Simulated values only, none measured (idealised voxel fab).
This is a process module. Its name is voxel plated lines.
Xsec cut, 245 nm wide, square cell size 5 nm.
When this document writes out a cross-section, it uses a grid of square cells and lists it as bands, beginning at the top and moving down, with a band standing for one or more rows of cells. The entry gives the band's vertical extent as a top height and a bottom height in nm, then its horizontal make-up as materials from left to right, each with a width in nm. "air" stands for empty space; a single material marked "everywhere" fills the band edge to edge. Ref level 0: as-received wafer is one material below here. Bottom band extends down with no lower bound ("top 0, no bottom"). Width spec "30..40" -> top row of cells at first value, bottom row at second value, equal per-row change in between. "same as before" for a step: no cell of the cross-section changed in that step. "Voids, fully enclosed": empty spaces of 8 cells or more with no open way to the top, each given as width x height at distance, distance from the left edge, all in nm. Formally, on a step line, whatever follows the settings is a remark that the simulator itself makes on the step. The line of a step may include "overlay nm". On a step with a mask, this value is how far to the right of its planned place the mask lay. A negative value means the mask lay to the left.
**So here's the lineup of process steps we planned**
1. RECEIVE (material Si)
2. CONFORMAL_DEP (material SiN; thk nm 10)
3. DIRECTIONAL_DEP (material TiN; thk nm 5)
4. PATTERN (tone open; mask id LINES; material resist; width nm 30; pitch nm 55; thk nm 35; overlay nm -10)
5. EPI (material Ru; thk nm 10)
6. EPI (material Ru; thk nm 5)
7. EPI (material Ru; thk nm 5)
8. STRIP (etch materials resist)
9. DIRECTIONAL_ETCH (etch materials TiN; depth nm 5)
10. CONFORMAL_DEP (material SiO2; thk nm 5)
The plan shows the overlay nm of step 4 as the first wafer had it; this setting differs between the wafers, which start out alike.
**Cross-section of the first of several received wafers, showing its state after step 1**
    top 0, no bottom = Si everywhere
    Voids, fully enclosed: none
**For your reference, the table is organized with a row per wafer; each row reflects the wafer at the end of the module, indicating for each material the cells gained (+) or lost (-) since receipt, and thereafter its closed voids**
overlay nm -10; +96 Ru; +98 SiN; +89 SiO2; +24 TiN; Voids, fully enclosed: none
overlay nm -5; +96 Ru; +98 SiN; +89 SiO2; +24 TiN; Voids, fully enclosed: none
overlay nm 0; +96 Ru; +98 SiN; +89 SiO2; +24 TiN; Voids, fully enclosed: none
overlay nm 5; +96 Ru; +98 SiN; +89 SiO2; +24 TiN; Voids, fully enclosed: none
overlay nm 10; +96 Ru; +98 SiN; +89 SiO2; +24 TiN; Voids, fully enclosed: none
